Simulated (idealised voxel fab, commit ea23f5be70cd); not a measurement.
Process module name: voxel ribs on slabs
Square cell edge 5 nm, section width 160 nm, ID cut.
How to read a cross-section here: the picture is a grid of square cells, written as bands going from the top down, and any band can span one or more rows of cells. Top, bottom (nm), then materials left to right with widths (nm); lone material tagged "edge to edge" fills the whole band edge to edge; "blank" = empty space. Measure heights from 0. That's the level where, below it, the as-received wafer is all one material. The lowest band is bottomless and extends downward; write it as in "0 and below". A two-number width, for instance "30->40", indicates that the width is equal to the first number in the top row of the band and to the second number in the bottom row, and that it changes by a constant amount per row of cells. Where the words "remains unaltered" appear for a step, the cross-section shows no cell changed by that step; every cell remained as before. This entry, "Enclosed void list", enumerates those empty regions of no fewer than 8 cells that possess no open connection to the top. Each region is reported in the form width x height at distance, the distance being taken from the left edge, with all three quantities expressed in nm. The remark found on a step's line after its settings is issued by the simulator itself and pertains to that step. overlay nm: how far to the right of its planned place the mask lay on this masked step (negative: to the left).
-- Process steps (planned)
1,RECEIVE with material Si
2,DIRECTIONAL_DEP with material SiO2, thk nm 30
3,DIRECTIONAL_DEP with material SiN, thk nm 25
4,PATTERN with tone cover, mask id RIB, material resist, width nm 15, thk nm 15, overlay nm 0
5,DIRECTIONAL_ETCH with etch materials SiN, depth nm 10
6,STRIP with etch materials resist
7,PATTERN with tone cover, mask id SLAB, material resist, width nm 55, thk nm 20, overlay nm 0
8,DIRECTIONAL_ETCH with etch materials SiN, depth nm 15
9,STRIP with etch materials resist
10,FILL_DEP with material SiO2, thk nm 25
11,CMP with height nm 70
12,DIRECTIONAL_DEP with material TiN, thk nm 10
13,MASKED_ETCH with tone cover, mask id HEATER, width nm 25, etch materials TiN, depth nm 10, overlay nm 0
14,CONFORMAL_DEP with material SiN, thk nm 10
-- Cross-section of the wafer upon arrival, representing the state reached after step 1
0 and below = Si edge to edge
Enclosed void list: none
-- Starting structure and process plan are as shown above, but one mistake was made in running the module; the wafer cross-section at the end of the module follows
90 down to 80 = blank: 55 | SiN: 45 | blank: 60
80 down to 70 = SiN: 65 | TiN: 25 | SiN: 70
70 down to 55 = SiO2 edge to edge
55 down to 45 = SiO2: 70 | SiN: 15 | SiO2: 75
45 down to 30 = SiO2: 50 | SiN: 55 | SiO2: 55
30 down to 0 = TiN edge to edge
0 and below = Si edge to edge
Enclosed void list: none
Short version of what went wrong: step 2 was run on a setting that differed from the plan, and what really ran there is DIRECTIONAL_DEP with material TiN, thk nm 30
